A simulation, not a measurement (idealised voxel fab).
process module | voxel wiring stack
cross-section cut | 145 nm wide | cells 5 nm
A cross-section is a grid of square cells, given in bands from the top down. A band is one or more rows of cells.
Each band's line starts with the height of the band's top and of its bottom, in nm. Then come its materials from left to right, each with its width in nm. One material with "throughout" fills the band from edge to edge. "air" is empty space.
Height 0 is the level under which the wafer as received is all one material. The lowest band goes on downwards, as in "0 down".
A width such as "30 to 40" changes by the same amount from each row of cells to the next, from the band's top row to its bottom row.
"no change" after a step means that no cell of the cross-section changed.
closed voids: empty space of 8 cells or more with no open way to the top, each as width x height at its distance from the left edge, in nm
after a step's settings: what the simulator itself notes on the step
overlay nm, on a step with a mask: how far to the right of its planned place the mask lay; to the left if negative
plan
1 op RECEIVE | material Si
2 op CONFORMAL_DEP | material SiO2 | thk nm 15
3 op DIRECTIONAL_DEP | material TiN | thk nm 5
4 op DIRECTIONAL_DEP | material W | thk nm 15
5 op MASKED_ETCH | tone cover | mask id METAL_1 | width nm 30 | pitch nm 60 | etch materials W | depth nm 15 | overlay nm 0
6 op MASKED_ETCH | tone cover | mask id METAL_1 | width nm 30 | pitch nm 60 | etch materials TiN | depth nm 5 | overlay nm 0
7 op FILL_DEP | material SiO2 | thk nm 5
8 op CMP | height nm 35
9 op CONFORMAL_DEP | material SiCN | thk nm 5
10 op DIRECTIONAL_DEP | material SiO2 | thk nm 10
11 op MASKED_ETCH | tone open | mask id PLUG_1 | width nm 15 | etch materials SiO2 | depth nm 10 | overlay nm 0
12 op MASKED_ETCH | tone open | mask id PLUG_1 | width nm 15 | etch materials SiCN | depth nm 5 | overlay nm 0
13 op CONFORMAL_DEP | material TiN | thk nm 5
14 op FILL_DEP | material Cu | thk nm 5
15 op CMP | height nm 50
16 op CONFORMAL_DEP | material SiN | thk nm 5
17 op DIRECTIONAL_DEP | material lowk | thk nm 15
18 op MASKED_ETCH | tone open | mask id METAL_2 | width nm 30 | pitch nm 60 | etch materials lowk | depth nm 15 | overlay nm 0
19 op MASKED_ETCH | tone open | mask id METAL_2 | width nm 30 | pitch nm 60 | etch materials SiN | depth nm 5 | overlay nm 0
20 op CONFORMAL_DEP | material TiN | thk nm 5
21 op FILL_DEP | material Cu | thk nm 10
22 op CMP | height nm 70
23 op CONFORMAL_DEP | material SiCN | thk nm 5
24 op DIRECTIONAL_DEP | material lowk | thk nm 30
25 op MASKED_ETCH | tone open | mask id METAL_3 | width nm 30 | pitch nm 60 | etch materials lowk | depth nm 15 | overlay nm 0
26 op MASKED_ETCH | tone open | mask id METAL_3_HOLES | width nm 15 | etch materials lowk | depth nm 15 | overlay nm 0
27 op MASKED_ETCH | tone open | mask id METAL_3_HOLES | width nm 15 | etch materials SiCN | depth nm 5 | overlay nm 0
28 op CONFORMAL_DEP | material TiN | thk nm 5
29 op FILL_DEP | material Cu | thk nm 10
30 op CMP | height nm 105
31 op CONFORMAL_DEP | material SiCN | thk nm 5
32 op DIRECTIONAL_DEP | material lowk | thk nm 10
33 op DIRECTIONAL_DEP | material aC | thk nm 15
34 op PATTERN | tone open | mask id PLUG_3 | material resist | width nm 15 | thk nm 30 | overlay nm 0
35 op DIRECTIONAL_ETCH | etch materials aC | depth nm 15
36 op STRIP | etch materials resist
37 op DIRECTIONAL_ETCH | etch materials lowk | depth nm 10
38 op DIRECTIONAL_ETCH | etch materials SiCN | depth nm 5
39 op STRIP | etch materials aC
40 op EPI | material Ru | thk nm 10
41 op EPI | material Ru | thk nm 5
42 op DIRECTIONAL_DEP | material TiN | thk nm 5
43 op DIRECTIONAL_DEP | material W | thk nm 15
44 op PATTERN | tone cover | mask id METAL_4 | material resist | width nm 30 | pitch nm 60 | thk nm 20 | overlay nm 0
45 op DIRECTIONAL_ETCH | etch materials W | depth nm 15
46 op DIRECTIONAL_ETCH | etch materials TiN | depth nm 5
47 op STRIP | etch materials resist
48 op FILL_DEP | material SiO2 | thk nm 5
49 op CMP | height nm 140
50 op CONFORMAL_DEP | material SiCN | thk nm 5
as received, after step 1
  0 down: Si throughout
  closed voids: none
a wafer at the end: this start, this plan, one mistake
  145 to 140: SiCN throughout
  140 to 125: lowk throughout
  125 to 120: TiN throughout
  120 to 110: lowk 25 | Ru 15 | lowk 105
  110 to 105: SiCN 25 | Ru 15 | SiCN 105
  105 to 95: lowk 25 | TiN 5 | Cu 20 | TiN 5 | lowk 30 | TiN 5 | Cu 20 | TiN 5 | lowk 30
  95 to 90: lowk 25 | TiN 5 | Cu 5 | TiN 20 | lowk 30 | TiN 30 | lowk 30
  90 to 75: lowk 25 | TiN 5 | Cu 5 | TiN 5 | lowk 105
  75 to 70: SiCN 25 | TiN 15 | SiCN 105
  70 to 55: lowk 25 | TiN 5 | Cu 20 | TiN 5 | lowk 30 | TiN 5 | Cu 20 | TiN 5 | lowk 30
  55 to 50: SiN 25 | TiN 30 | SiN 30 | TiN 30 | SiN 30
  50 to 40: SiO2 25 | TiN 5 | Cu 5 | TiN 5 | SiO2 105
  40 to 35: SiCN 25 | TiN 15 | SiCN 105
  35 to 20: SiO2 25 | W 30 | SiO2 30 | W 30 | SiO2 30
  20 to 15: SiO2 25 | TiN 30 | SiO2 30 | TiN 30 | SiO2 30
  15 to 0: SiO2 throughout
  0 down: Si throughout
  closed voids: none
what went wrong: step 43 ran as: op DIRECTIONAL_DEP | material lowk | thk nm 15
